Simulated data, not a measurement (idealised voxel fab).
Process module heading - voxel wiring stack
Section cut is 200 nm wide and gridded with 5 nm square cells.
A cross-section is a grid of square cells, given in bands from the top down. A band is one or more rows of cells.
Each band's line starts with the height of the band's top and of its bottom, in nm. Then come its materials from left to right, each with its width in nm. One material with "edge to edge" fills the band from edge to edge. "empty" is empty space.
Note: height 0 marks the level under which the wafer is uniformly one material as received. Lowest band unbounded below, written "0 nm and below".
The notation "30..40" denotes a width that varies across the rows of cells in the band, beginning at the first number in the top row, finishing at the second number in the bottom row, and changing by an identical amount from each row to the next.
Where the words "remained unchanged" appear for a step, the cross-section shows no cell changed by that step; every cell remained as before.
In "Closed cavities" the enclosed voids are listed, meaning empty spaces of 8 cells or larger without any opening to the top. The form is width x height at distance, distance from the left edge, units nm.
If you see something after the settings on a step's line, that's the simulator's own remark about that step.
On any step carrying a mask, the "overlay nm" setting, if present on the step's line, tells how far right of its planned place the mask lay; negative values point to the left.
# Steps in the process plan
- 1: RECEIVE,material Si
- 2: CONFORMAL_DEP,material SiO2,thk nm 10
- 3: CONFORMAL_DEP,material SiN,thk nm 5
- 4: DIRECTIONAL_DEP,material SiO2,thk nm 25
- 5: MASKED_ETCH,tone open,mask id METAL_1,width nm 25,pitch nm 55,etch materials SiO2,depth nm 25,overlay nm 0
- 6: MASKED_ETCH,tone open,mask id METAL_1,width nm 25,pitch nm 55,etch materials SiN,depth nm 5,overlay nm 0
- 7: CONFORMAL_DEP,material TiN,thk nm 5
- 8: FILL_DEP,material W,thk nm 5
- 9: CMP,height nm 40
- 10: EPI,material Ru,thk nm 5
- 11: FILL_DEP,material SiCN,thk nm 5
- 12: DIRECTIONAL_DEP,material lowk,thk nm 25
- 13: PATTERN,tone open,mask id METAL_2,material resist,width nm 25,pitch nm 55,thk nm 15,overlay nm 0
- 14: DIRECTIONAL_ETCH,etch materials lowk,depth nm 15
- 15: STRIP,etch materials resist
- 16: MASKED_ETCH,tone open,mask id METAL_2_HOLES,width nm 15,pitch nm 55,etch materials lowk,depth nm 10,overlay nm 0
- 17: MASKED_ETCH,tone open,mask id METAL_2_HOLES,width nm 15,pitch nm 55,etch materials SiCN,depth nm 5,overlay nm 0
- 18: CONFORMAL_DEP,material TiN,thk nm 5
- 19: FILL_DEP,material Cu,thk nm 5
- 20: CMP,height nm 75
- 21: CONFORMAL_DEP,material SiN,thk nm 5
# As-received wafer cross-section (after step 1)
> 0 nm and below  Si edge to edge
> Closed cavities: none
# One mistake in running the module, otherwise start and plan as above: cross-section at the end
> 80 nm to 75 nm  SiN edge to edge
> 75 nm to 65 nm  60 of lowk; 5 of TiN; 15 of Cu; 5 of TiN; 30 of lowk; 5 of TiN; 15 of Cu; 5 of TiN; 60 of lowk
> 65 nm to 60 nm  60 of lowk; 5 of TiN; 5 of Cu; 15 of TiN; 30 of lowk; 5 of TiN; 5 of Cu; 15 of TiN; 60 of lowk
> 60 nm to 50 nm  60 of lowk; 5 of TiN; 5 of Cu; 5 of TiN; 40 of lowk; 5 of TiN; 5 of Cu; 5 of TiN; 70 of lowk
> 50 nm to 45 nm  60 of SiCN; 15 of TiN; 40 of SiCN; 15 of TiN; 70 of SiCN
> 45 nm to 40 nm  Ru edge to edge
> 40 nm to 35 nm  65 of TiN; 15 of W; 40 of TiN; 15 of W; 65 of TiN
> 35 nm to 15 nm  60 of SiO2; 5 of TiN; 15 of W; 5 of TiN; 30 of SiO2; 5 of TiN; 15 of W; 5 of TiN; 60 of SiO2
> 15 nm to 10 nm  60 of SiO2; 25 of TiN; 30 of SiO2; 25 of TiN; 60 of SiO2
> 10 nm to 0 nm  SiO2 edge to edge
> 0 nm and below  Si edge to edge
> Closed cavities: none
what went wrong: the plan's step 3 was left out and never carried out
